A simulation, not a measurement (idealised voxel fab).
The name of this process module is voxel gate over fins.
We display cut, a cross-section 215 nm in width whose square cells are each 5 nm.
This document writes a cross-section as a grid whose cells are square, and gives it as bands, listed from the top down; one or more rows of cells form a band.
Look at the band entry: it leads with the top's height and the bottom's height in nm. Then it lists the materials left to right, with a width in nm for each. The word "throughout" on a single material says that material fills the band edge to edge. The word "empty" is empty space.
Height reference: 0 = level under which incoming wafer is all one material. Lowest band: no bottom, runs on downward, e.g. "0..down".
Note: "30..40" means the width goes from the first number (top row of the band) to the second number (bottom row) in equal steps per row of cells.
When a step is marked "no modification", none of the cells in the cross-section changed during that step.
Empty spaces counting at least 8 cells and having no open way to the top are listed in "Entrapped voids". The notation width x height at distance is used for each, the distance being from the left edge and all three values in nm.
The remark found on a step's line after its settings is issued by the simulator itself and pertains to that step.
You can add "overlay nm" to a step's line. For a step with a mask, it describes how far the mask lay to the right of its planned position, and a negative number describes a lay to the left.
[Process steps (planned)]
- 1: RECEIVE, material Si
- 2: CONFORMAL_DEP, material SiN, thk nm 10
- 3: MASKED_ETCH, tone cover, mask id FINS, width nm 15, pitch nm 40, etch materials SiN, depth nm 10, overlay nm 0
- 4: MASKED_ETCH, tone cover, mask id FINS, width nm 15, pitch nm 40, etch materials Si, depth nm 35, overlay nm 0
- 5: OXIDIZE, depth nm 5
- 6: FILL_DEP, material SiO2, thk nm 5
- 7: CMP, height nm 10
- 8: SELECTIVE_ETCH, etch materials SiO2, depth nm 20
- 9: STRIP, etch materials SiN
- 10: CONFORMAL_DEP, material HfO2, thk nm 5
- 11: CONFORMAL_DEP, material TiN, thk nm 5
- 12: CONFORMAL_DEP, material TiAl, thk nm 5
- 13: CONFORMAL_DEP, material TiN, thk nm 5
- 14: FILL_DEP, material W, thk nm 10
- 15: CMP, height nm 25
- 16: CONFORMAL_DEP, material SiCN, thk nm 10
[Concerning the first of two wafers, which was run in accordance with the plan]
[Cross-section of the wafer upon arrival, representing the state reached after step 1]
- 0..down: Si throughout
- Entrapped voids: none
[Wafer after step 2 (cross-section)]
- 10..0: SiN throughout
- Everything below 0 is unchanged.
[Wafer after step 3 (cross-section)]
- 10..0: empty 80 nm / SiN 15 nm / empty 25 nm / SiN 15 nm / empty 80 nm
- Everything below 0 is unchanged.
[Wafer after step 4 (cross-section)]
- 10..0: empty 80 nm / SiN 15 nm / empty 25 nm / SiN 15 nm / empty 80 nm
- 0..-35: empty 80 nm / Si 15 nm / empty 25 nm / Si 15 nm / empty 80 nm
- Everything below -35 is unchanged.
[Wafer after step 5 (cross-section)]
- 10..0: empty 80 nm / SiN 15 nm / empty 25 nm / SiN 15 nm / empty 80 nm
- 0..-35: empty 80 nm / SiO2 5 nm / Si 5 nm / SiO2 5 nm / empty 25 nm / SiO2 5 nm / Si 5 nm / SiO2 5 nm / empty 80 nm
- -35..-40: SiO2 85 nm / Si 5 nm / SiO2 35 nm / Si 5 nm / SiO2 85 nm
- Everything below -40 is unchanged.
[Wafer after step 6 (cross-section)]
- 15..10: SiO2 throughout
- 10..0: SiO2 80 nm / SiN 15 nm / SiO2 25 nm / SiN 15 nm / SiO2 80 nm
- 0..-40: SiO2 85 nm / Si 5 nm / SiO2 35 nm / Si 5 nm / SiO2 85 nm
- Everything below -40 is unchanged.
[Wafer after step 7 (cross-section)]
- 10..0: SiO2 80 nm / SiN 15 nm / SiO2 25 nm / SiN 15 nm / SiO2 80 nm
- Everything below 0 is unchanged.
[Wafer after step 8 (cross-section)]
- 10..0: empty 80 nm / SiN 15 nm / empty 25 nm / SiN 15 nm / empty 80 nm
- 0..-10: empty 85 nm / Si 5 nm / empty 35 nm / Si 5 nm / empty 85 nm
- Everything below -10 is unchanged.
[Wafer after step 9 (cross-section)]
- 0..-10: empty 85 nm / Si 5 nm / empty 35 nm / Si 5 nm / empty 85 nm
- Everything below -10 is unchanged.
[Wafer after step 10 (cross-section)]
- 5..0: empty 80 nm / HfO2 15 nm / empty 25 nm / HfO2 15 nm / empty 80 nm
- 0..-5: empty 80 nm / HfO2 5 nm / Si 5 nm / HfO2 5 nm / empty 25 nm / HfO2 5 nm / Si 5 nm / HfO2 5 nm / empty 80 nm
- -5..-10: HfO2 85 nm / Si 5 nm / HfO2 35 nm / Si 5 nm / HfO2 85 nm
- Everything below -10 is unchanged.
[Wafer after step 11 (cross-section)]
- 10..5: empty 75 nm / TiN 25 nm / empty 15 nm / TiN 25 nm / empty 75 nm
- 5..0: empty 75 nm / TiN 5 nm / HfO2 15 nm / TiN 5 nm / empty 15 nm / TiN 5 nm / HfO2 15 nm / TiN 5 nm / empty 75 nm
- 0..-5: TiN 80 nm / HfO2 5 nm / Si 5 nm / HfO2 5 nm / TiN 25 nm / HfO2 5 nm / Si 5 nm / HfO2 5 nm / TiN 80 nm
- Everything below -5 is unchanged.
[Wafer after step 12 (cross-section)]
- 15..10: empty 70 nm / TiAl 35 nm / empty 5 nm / TiAl 35 nm / empty 70 nm
- 10..5: empty 70 nm / TiAl 5 nm / TiN 25 nm / TiAl 5 nm / empty 5 nm / TiAl 5 nm / TiN 25 nm / TiAl 5 nm / empty 70 nm
- 5..0: TiAl 75 nm / TiN 5 nm / HfO2 15 nm / TiN 5 nm / TiAl 15 nm / TiN 5 nm / HfO2 15 nm / TiN 5 nm / TiAl 75 nm
- Everything below 0 is unchanged.
[Wafer after step 13 (cross-section)]
- 20..15: empty 65 nm / TiN 85 nm / empty 65 nm
- 15..10: empty 65 nm / TiN 5 nm / TiAl 35 nm / TiN 5 nm / TiAl 35 nm / TiN 5 nm / empty 65 nm
- 10..5: TiN 70 nm / TiAl 5 nm / TiN 25 nm / TiAl 5 nm / TiN 5 nm / TiAl 5 nm / TiN 25 nm / TiAl 5 nm / TiN 70 nm
- Everything below 5 is unchanged.
[Wafer after step 14 (cross-section)]
- 30..20: W throughout
- 20..15: W 65 nm / TiN 85 nm / W 65 nm
- 15..10: W 65 nm / TiN 5 nm / TiAl 35 nm / TiN 5 nm / TiAl 35 nm / TiN 5 nm / W 65 nm
- Everything below 10 is unchanged.
[Wafer after step 15 (cross-section)]
- 25..20: W throughout
- Everything below 20 is unchanged.
[Wafer after step 16 (cross-section)]
- 35..25: SiCN throughout
- Everything below 25 is unchanged.
[Wafer two of two - same starting point, same process plan, one mistake in execution; matches wafer one up to and including step 9]
At the planned end of step 10, the second wafer in cross-section: no modification
[At the planned end of step 11, the second wafer in cross-section]
- 5..0: empty 80 nm / TiN 15 nm / empty 25 nm / TiN 15 nm / empty 80 nm
- 0..-5: empty 80 nm / TiN 5 nm / Si 5 nm / TiN 5 nm / empty 25 nm / TiN 5 nm / Si 5 nm / TiN 5 nm / empty 80 nm
- -5..-10: TiN 85 nm / Si 5 nm / TiN 35 nm / Si 5 nm / TiN 85 nm
- Everything below -10 is unchanged.
[At the planned end of step 12, the second wafer in cross-section]
- 10..5: empty 75 nm / TiAl 25 nm / empty 15 nm / TiAl 25 nm / empty 75 nm
- 5..0: empty 75 nm / TiAl 5 nm / TiN 15 nm / TiAl 5 nm / empty 15 nm / TiAl 5 nm / TiN 15 nm / TiAl 5 nm / empty 75 nm
- 0..-5: TiAl 80 nm / TiN 5 nm / Si 5 nm / TiN 5 nm / TiAl 25 nm / TiN 5 nm / Si 5 nm / TiN 5 nm / TiAl 80 nm
- Everything below -5 is unchanged.
[At the planned end of step 13, the second wafer in cross-section]
- 15..10: empty 70 nm / TiN 35 nm / empty 5 nm / TiN 35 nm / empty 70 nm
- 10..5: empty 70 nm / TiN 5 nm / TiAl 25 nm / TiN 5 nm / empty 5 nm / TiN 5 nm / TiAl 25 nm / TiN 5 nm / empty 70 nm
- 5..0: TiN 75 nm / TiAl 5 nm / TiN 15 nm / TiAl 5 nm / TiN 15 nm / TiAl 5 nm / TiN 15 nm / TiAl 5 nm / TiN 75 nm
- Everything below 0 is unchanged.
[At the planned end of step 14, the second wafer in cross-section]
- 25..15: W throughout
- 15..10: W 70 nm / TiN 35 nm / W 5 nm / TiN 35 nm / W 70 nm
- 10..5: W 70 nm / TiN 5 nm / TiAl 25 nm / TiN 5 nm / W 5 nm / TiN 5 nm / TiAl 25 nm / TiN 5 nm / W 70 nm
- Everything below 5 is unchanged.
At the planned end of step 15, the second wafer in cross-section: no modification
[At the planned end of step 16, the second wafer in cross-section]
- 35..25: SiCN throughout
- Everything below 25 is unchanged.
Short version of what went wrong: step 10 was left out
Final cells, second wafer relative to first, materials higher or lower: 51 fewer of HfO2 | 2 more of TiN | 49 more of W
